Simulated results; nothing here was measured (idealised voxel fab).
Title: Process Module voxel self aligned contacts
Square cell edge 5 nm, section width 275 nm, ID cut.
A cross-section is a grid of square cells, given in bands from the top down. A band is one or more rows of cells. What a band's entry tells you: where the top is and where the bottom is, as heights in nm, and after that what lies inside, material by material from left to right, each with its width in nm. Empty space is written as the word "empty", and a single material marked with the word "throughout" occupies the band from edge to edge. Note: height 0 marks the level under which the wafer is uniformly one material as received. Lowest band unbounded below, written "0 -> down". It should be noted that a width expressed as "30->40" varies in equal increments from row to row of cells within the band, taking the value of the first number at the top row and that of the second number at the bottom row. Take "no modifications" at face value: in the step it is given for, the cross-section changed in none of its cells. This entry, "Trapped voids", enumerates those empty regions of no fewer than 8 cells that possess no open connection to the top. Each region is reported in the form width x height at distance, the distance being taken from the left edge, with all three quantities expressed in nm. Whatever follows a step's settings on its line is a remark the simulator itself makes about that step. "overlay nm" answers the question of how far to the right of plan the mask lay on a step that has a mask, and when it is negative the answer is to the left.
Process steps foreseen in the plan:
1,RECEIVE,material Si
2,OXIDIZE,depth nm 5
3,DIRECTIONAL_DEP,material polySi,thk nm 30
4,DIRECTIONAL_DEP,material SiN,thk nm 20
5,PATTERN,tone cover,mask id GATE,material resist,width nm 35,pitch nm 65,thk nm 20,overlay nm 0
6,DIRECTIONAL_ETCH,etch materials SiN,depth nm 20
7,DIRECTIONAL_ETCH,etch materials polySi,depth nm 30
8,STRIP,etch materials resist
9,CONFORMAL_DEP,material SiN,thk nm 5
10,DIRECTIONAL_ETCH,etch materials SiN,depth nm 5
11,FILL_DEP,material SiO2,thk nm 10
12,CMP,height nm 55
13,PATTERN,tone open,mask id CONTACT,material resist,width nm 40,pitch nm 65,thk nm 15,overlay nm 0
14,DIRECTIONAL_ETCH,etch materials SiO2,depth nm 60
15,STRIP,etch materials resist
16,CONFORMAL_DEP,material TiN,thk nm 5
17,FILL_DEP,material W,thk nm 5
18,CMP,height nm 55
19,CONFORMAL_DEP,material SiCN,thk nm 5
Wafer cross-section on receipt, i.e. after step 1:
    0 -> down | Si throughout
    Trapped voids: none
Cross-section: first of two wafers, module finished, run according to plan:
    60 -> 55 | SiCN throughout
    55 -> 50 | SiO2 85 nm, TiN 15 nm, W 10 nm, TiN 15 nm, SiO2 25 nm, TiN 15 nm, W 10 nm, TiN 15 nm, SiO2 85 nm
    50 -> 30 | SiO2 50 nm, SiN 45 nm, TiN 5 nm, W 10 nm, TiN 5 nm, SiN 45 nm, TiN 5 nm, W 10 nm, TiN 5 nm, SiN 45 nm, SiO2 50 nm
    30 -> 0 | SiO2 50 nm, SiN 5 nm, polySi 35 nm, SiN 5 nm, TiN 5 nm, W 10 nm, TiN 5 nm, SiN 5 nm, polySi 35 nm, SiN 5 nm, TiN 5 nm, W 10 nm, TiN 5 nm, SiN 5 nm, polySi 35 nm, SiN 5 nm, SiO2 50 nm
    0 -> -5 | SiO2 95 nm, TiN 20 nm, SiO2 45 nm, TiN 20 nm, SiO2 95 nm
    -5 -> down | Si throughout
    Trapped voids: none
Second wafer cross-section at end of module - shared start and plan with the first, one mistake in the run:
    60 -> 55 | SiCN throughout
    55 -> 50 | SiO2 85 nm, TiN 15 nm, W 10 nm, TiN 15 nm, SiO2 25 nm, TiN 15 nm, W 10 nm, TiN 15 nm, SiO2 85 nm
    50 -> 30 | SiO2 50 nm, SiN 45 nm, TiN 5 nm, W 10 nm, TiN 5 nm, SiN 45 nm, TiN 5 nm, W 10 nm, TiN 5 nm, SiN 45 nm, SiO2 50 nm
    30 -> 5 | SiO2 50 nm, SiN 5 nm, polySi 35 nm, SiN 5 nm, TiN 5 nm, W 10 nm, TiN 5 nm, SiN 5 nm, polySi 35 nm, SiN 5 nm, TiN 5 nm, W 10 nm, TiN 5 nm, SiN 5 nm, polySi 35 nm, SiN 5 nm, SiO2 50 nm
    5 -> 0 | SiO2 50 nm, SiN 5 nm, polySi 35 nm, SiN 5 nm, TiN 20 nm, SiN 5 nm, polySi 35 nm, SiN 5 nm, TiN 20 nm, SiN 5 nm, polySi 35 nm, SiN 5 nm, SiO2 50 nm
    0 -> down | Si throughout
    Trapped voids: none
What was the processing mistake? the plan's step 2 was left out and never carried out
Final tally in cells, some materials are higher or lower on the second wafer than on the first: +55 Si | -47 SiO2 | -4 TiN | -4 W
